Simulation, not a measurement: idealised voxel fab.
Process module heading - voxel self aligned vias
We display cut, a cross-section 275 nm in width whose square cells are each 5 nm.
If you're reading a cross-section in this doc, picture square cells in a grid; it comes to you as bands, top ones listed first down to the bottom, and a band can be one or more rows of cells. Basically the band line says how high the top is and how high the bottom is, in nm, and then what's in it from left to right, every material with its width in nm. Empty space shows up as "blank", and if a single material carries "edge to edge" it runs the full band edge to edge. Where do heights start? At 0: under that level the wafer as delivered is made of one material only. And the lowest band has no floor; it just carries on downward, as in "top 0, no bottom". The expression "30->40" gives the width at the extremes of the band, the first number at its top row of cells and the second at its bottom row, with the width changing by equal amounts from each row to the next in between. Where the words "left unchanged" appear for a step, the cross-section shows no cell changed by that step; every cell remained as before. "Closed void catalog" contains a list of empty spaces, each no smaller than 8 cells and without an open way to the top, written in the form width x height at distance with the distance from the left edge and all three in nm. Past the settings on a step's line: simulator remark, on that step. A step's line can hold "overlay nm"; with a mask on that step, the setting says how far right of the planned place the mask lay, while a negative setting says it lay to the left.
## plan
1: RECEIVE (material Si)
2: CONFORMAL_DEP (material SiO2; thk nm 15)
3: CONFORMAL_DEP (material SiCN; thk nm 5)
4: DIRECTIONAL_DEP (material SiO2; thk nm 30)
5: DIRECTIONAL_DEP (material aC; thk nm 15)
6: PATTERN (tone open; mask id LINES; material resist; width nm 20; pitch nm 65; thk nm 35; overlay nm 0)
7: DIRECTIONAL_ETCH (etch materials aC; depth nm 15)
8: STRIP (etch materials resist)
9: DIRECTIONAL_ETCH (etch materials SiO2; depth nm 30)
10: STRIP (etch materials aC)
11: CONFORMAL_DEP (material TiN; thk nm 5)
12: FILL_DEP (material W; thk nm 5)
13: CMP (height nm 50)
14: SELECTIVE_ETCH (etch materials W Ru TiN; depth nm 5)
15: FILL_DEP (material SiN; thk nm 10)
16: CMP (height nm 50)
17: DIRECTIONAL_DEP (material SiO2; thk nm 15)
18: DIRECTIONAL_DEP (material aC; thk nm 15)
19: PATTERN (tone open; mask id VIAS; material resist; width nm 40; pitch nm 130; thk nm 35; overlay nm 0)
20: DIRECTIONAL_ETCH (etch materials aC; depth nm 15)
21: STRIP (etch materials resist)
22: DIRECTIONAL_ETCH (etch materials SiO2; depth nm 15)
23: DIRECTIONAL_ETCH (etch materials SiN; depth nm 5)
24: STRIP (etch materials aC)
25: CONFORMAL_DEP (material TiN; thk nm 5)
26: FILL_DEP (material Cu; thk nm 5)
27: CMP (height nm 65)
28: CONFORMAL_DEP (material SiCN; thk nm 5)
## Wafer cross-section on receipt, i.e. after step 1
- top 0, no bottom | Si edge to edge
- Closed void catalog: none
## Module complete - cross-section of the first of two wafers, run according to plan
- top 70, bottom 65 | SiCN edge to edge
- top 65, bottom 55 | SiO2 50 nm | TiN 5 nm | Cu 30 nm | TiN 5 nm | SiO2 90 nm | TiN 5 nm | Cu 30 nm | TiN 5 nm | SiO2 55 nm
- top 55, bottom 50 | SiO2 50 nm | TiN 15 nm | Cu 10 nm | TiN 15 nm | SiO2 90 nm | TiN 15 nm | Cu 10 nm | TiN 15 nm | SiO2 55 nm
- top 50, bottom 45 | SiO2 60 nm | TiN 20 nm | SiO2 45 nm | SiN 20 nm | SiO2 45 nm | TiN 20 nm | SiO2 65 nm
- top 45, bottom 25 | SiO2 60 nm | TiN 5 nm | W 10 nm | TiN 5 nm | SiO2 45 nm | TiN 5 nm | W 10 nm | TiN 5 nm | SiO2 45 nm | TiN 5 nm | W 10 nm | TiN 5 nm | SiO2 65 nm
- top 25, bottom 20 | SiO2 60 nm | TiN 20 nm | SiO2 45 nm | TiN 20 nm | SiO2 45 nm | TiN 20 nm | SiO2 65 nm
- top 20, bottom 15 | SiCN edge to edge
- top 15, bottom 0 | SiO2 edge to edge
- top 0, no bottom | Si edge to edge
- Closed void catalog: none
## This is the second of the two wafers, cross-sectioned at the end of the module; it started exactly like the first and was given the same plan, but it was run with one mistake
- top 70, bottom 65 | SiCN edge to edge
- top 65, bottom 55 | SiO2 50 nm | TiN 5 nm | Cu 30 nm | TiN 5 nm | SiO2 90 nm | TiN 5 nm | Cu 30 nm | TiN 5 nm | SiO2 55 nm
- top 55, bottom 50 | SiO2 50 nm | TiN 40 nm | SiO2 90 nm | TiN 40 nm | SiO2 55 nm
- top 50, bottom 45 | SiN 50 nm | TiN 15 nm | W 10 nm | TiN 15 nm | SiN 35 nm | TiN 5 nm | W 10 nm | TiN 5 nm | SiN 35 nm | TiN 15 nm | W 10 nm | TiN 15 nm | SiN 55 nm
- top 45, bottom 25 | SiO2 60 nm | TiN 5 nm | W 10 nm | TiN 5 nm | SiO2 45 nm | TiN 5 nm | W 10 nm | TiN 5 nm | SiO2 45 nm | TiN 5 nm | W 10 nm | TiN 5 nm | SiO2 65 nm
- top 25, bottom 20 | SiO2 60 nm | TiN 20 nm | SiO2 45 nm | TiN 20 nm | SiO2 45 nm | TiN 20 nm | SiO2 65 nm
- top 20, bottom 15 | SiCN edge to edge
- top 15, bottom 0 | SiO2 edge to edge
- top 0, no bottom | Si edge to edge
- Closed void catalog: none
What was done differently from what was planned? step 14, actual vs plan mismatch, actual run SELECTIVE_ETCH (etch materials SiO2; depth nm 5)
Cell-count delta at end, second wafer over first, by material: -4 Cu, +31 SiN, -43 SiO2, +10 TiN, +6 W
